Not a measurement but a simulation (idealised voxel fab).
process module | voxel gate over fins
cross-section cut | 265 nm wide | cells 5 nm
A cross-section is a grid of square cells, given in bands from the top down. A band is one or more rows of cells.
Each band's line starts with the height of the band's top and of its bottom, in nm. Then come its materials from left to right, each with its width in nm. One material with "throughout" fills the band from edge to edge. "air" is empty space.
Height 0 is the level under which the wafer as received is all one material. The lowest band goes on downwards, as in "0 down".
A width such as "30 to 40" changes by the same amount from each row of cells to the next, from the band's top row to its bottom row.
"no change" after a step means that no cell of the cross-section changed.
closed voids: empty space of 8 cells or more with no open way to the top, each as width x height at its distance from the left edge, in nm
after a step's settings: what the simulator itself notes on the step
overlay nm, on a step with a mask: how far to the right of its planned place the mask lay; to the left if negative
plan
1 op RECEIVE | material Si
2 op CONFORMAL_DEP | material SiN | thk nm 5
3 op DIRECTIONAL_DEP | material aC | thk nm 15
4 op PATTERN | tone cover | mask id FINS | material resist | width nm 15 | pitch nm 40 | thk nm 35 | overlay nm 0
5 op DIRECTIONAL_ETCH | etch materials aC | depth nm 15
6 op STRIP | etch materials resist
7 op DIRECTIONAL_ETCH | etch materials SiN | depth nm 5
8 op DIRECTIONAL_ETCH | etch materials Si | depth nm 40
9 op STRIP | etch materials aC
10 op FILL_DEP | material SiO2 | thk nm 10
11 op CMP | height nm 5
12 op SELECTIVE_ETCH | etch materials SiO2 | depth nm 15
13 op STRIP | etch materials SiN
14 op CONFORMAL_DEP | material HfO2 | thk nm 5
15 op CONFORMAL_DEP | material TiN | thk nm 5
16 op FILL_DEP | material W | thk nm 15
17 op CMP | height nm 20
18 op CONFORMAL_DEP | material SiCN | thk nm 5
as received, after step 1
  0 down: Si throughout
  closed voids: none
first wafer at the end, as planned
  25 to 20: SiCN throughout
  20 to 10: W throughout
  10 to 5: W 95 | TiN 35 | W 5 | TiN 35 | W 95
  5 to 0: W 95 | TiN 5 | HfO2 25 | TiN 5 | W 5 | TiN 5 | HfO2 25 | TiN 5 | W 95
  0 to -5: TiN 100 | HfO2 5 | Si 15 | HfO2 5 | TiN 15 | HfO2 5 | Si 15 | HfO2 5 | TiN 100
  -5 to -10: HfO2 105 | Si 15 | HfO2 25 | Si 15 | HfO2 105
  -10 to -40: SiO2 105 | Si 15 | SiO2 25 | Si 15 | SiO2 105
  -40 down: Si throughout
  closed voids: none
second wafer at the end: like start, like plan, one mistake
  25 to 20: SiCN throughout
  20 to 10: W throughout
  10 to 5: W 95 | TiN 35 | W 5 | TiN 35 | W 95
  5 to 0: W 95 | TiN 5 | HfO2 25 | TiN 5 | W 5 | TiN 5 | HfO2 25 | TiN 5 | W 95
  0 to -15: W 95 | TiN 5 | HfO2 5 | Si 15 | HfO2 5 | TiN 5 | W 5 | TiN 5 | HfO2 5 | Si 15 | HfO2 5 | TiN 5 | W 95
  -15 to -20: TiN 100 | HfO2 5 | Si 15 | HfO2 5 | TiN 15 | HfO2 5 | Si 15 | HfO2 5 | TiN 100
  -20 to -25: HfO2 105 | Si 15 | HfO2 25 | Si 15 | HfO2 105
  -25 to -40: SiO2 105 | Si 15 | SiO2 25 | Si 15 | SiO2 105
  -40 down: Si throughout
  closed voids: none
what went wrong: step 12 was run twice
at the end the second wafer has, in cells: 12 more of HfO2 | 141 fewer of SiO2 | 12 more of TiN | 117 more of W
